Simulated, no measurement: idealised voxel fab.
process module | voxel capacitor over wiring
cross-section cut | 275 nm wide | cells 5 nm
A cross-section is a grid of square cells, given in bands from the top down. A band is one or more rows of cells.
Each band's line starts with the height of the band's top and of its bottom, in nm. Then come its materials from left to right, each with its width in nm. One material with "throughout" fills the band from edge to edge. "air" is empty space.
Height 0 is the level under which the wafer as received is all one material. The lowest band goes on downwards, as in "0 down".
A width such as "30 to 40" changes by the same amount from each row of cells to the next, from the band's top row to its bottom row.
"no change" after a step means that no cell of the cross-section changed.
closed voids: empty space of 8 cells or more with no open way to the top, each as width x height at its distance from the left edge, in nm
after a step's settings: what the simulator itself notes on the step
overlay nm, on a step with a mask: how far to the right of its planned place the mask lay; to the left if negative
plan
1 op RECEIVE | material Si
2 op CONFORMAL_DEP | material SiO2 | thk nm 10
3 op DIRECTIONAL_DEP | material TiN | thk nm 5
4 op DIRECTIONAL_DEP | material W | thk nm 15
5 op DIRECTIONAL_DEP | material aC | thk nm 15
6 op PATTERN | tone cover | mask id METAL_1 | material resist | width nm 25 | pitch nm 80 | thk nm 35 | overlay nm 0
7 op DIRECTIONAL_ETCH | etch materials aC | depth nm 15
8 op STRIP | etch materials resist
9 op DIRECTIONAL_ETCH | etch materials W | depth nm 15
10 op DIRECTIONAL_ETCH | etch materials TiN | depth nm 5
11 op STRIP | etch materials aC
12 op CONFORMAL_DEP | material SiCN | thk nm 5
13 op FILL_DEP | material SiO2 | thk nm 10
14 op CMP | height nm 30
15 op CONFORMAL_DEP | material SiCN | thk nm 5
16 op DIRECTIONAL_DEP | material SiO2 | thk nm 10
17 op MASKED_ETCH | tone open | mask id PLUG_1 | width nm 15 | etch materials SiO2 | depth nm 10 | overlay nm 0
18 op MASKED_ETCH | tone open | mask id PLUG_1 | width nm 15 | etch materials SiCN | depth nm 5 | overlay nm -15
19 op EPI | material Ru | thk nm 10
20 op EPI | material Ru | thk nm 5
21 op DIRECTIONAL_DEP | material TiN | thk nm 10
22 op DIRECTIONAL_DEP | material HfO2 | thk nm 5
23 op DIRECTIONAL_DEP | material TiN | thk nm 5
24 op DIRECTIONAL_DEP | material aC | thk nm 15
25 op PATTERN | tone cover | mask id UPPER_PLATE | material resist | width nm 60 | thk nm 30 | overlay nm 0
26 op DIRECTIONAL_ETCH | etch materials aC | depth nm 15
27 op STRIP | etch materials resist
28 op DIRECTIONAL_ETCH | etch materials TiN | depth nm 5
29 op DIRECTIONAL_ETCH | etch materials HfO2 | depth nm 5
30 op STRIP | etch materials aC
31 op MASKED_ETCH | tone cover | mask id LOWER_PLATE | width nm 70 | etch materials TiN | depth nm 10 | overlay nm 0
32 op FILL_DEP | material SiO2 | thk nm 20
33 op CMP | height nm 80
34 op DIRECTIONAL_DEP | material aC | thk nm 10
35 op PATTERN | tone open | mask id PLUG_2 | material resist | width nm 15 | thk nm 30 | overlay nm 0
36 op DIRECTIONAL_ETCH | etch materials aC | depth nm 10
37 op STRIP | etch materials resist
38 op DIRECTIONAL_ETCH | etch materials SiO2 | depth nm 15
39 op STRIP | etch materials aC
40 op CONFORMAL_DEP | material TiN | thk nm 5
41 op FILL_DEP | material W | thk nm 5
42 op CMP | height nm 80
43 op CONFORMAL_DEP | material SiCN | thk nm 5
varied across the wafers: overlay nm of step 18. The plan shows the first wafer's value. All wafers start alike
first wafer as received, after step 1
  0 down: Si throughout
  closed voids: none
each wafer at the end: cells of each material gained (+) or lost (-) since it was received, then its closed voids
overlay nm -15 | +12 HfO2 | +167 SiCN | +667 SiO2 | +57 TiN | +32 W | closed voids: none
overlay nm -10 | +12 HfO2 | +7 Ru | +166 SiCN | +661 SiO2 | +57 TiN | +32 W | closed voids: none
overlay nm -5 | +12 HfO2 | +8 Ru | +165 SiCN | +661 SiO2 | +57 TiN | +32 W | closed voids: none
overlay nm 0 | +12 HfO2 | +9 Ru | +164 SiCN | +661 SiO2 | +57 TiN | +32 W | closed voids: none
overlay nm 5 | +12 HfO2 | +8 Ru | +165 SiCN | +661 SiO2 | +57 TiN | +32 W | closed voids: none
overlay nm 10 | +12 HfO2 | +7 Ru | +166 SiCN | +661 SiO2 | +57 TiN | +32 W | closed voids: none
overlay nm 15 | +12 HfO2 | +167 SiCN | +667 SiO2 | +57 TiN | +32 W | closed voids: none
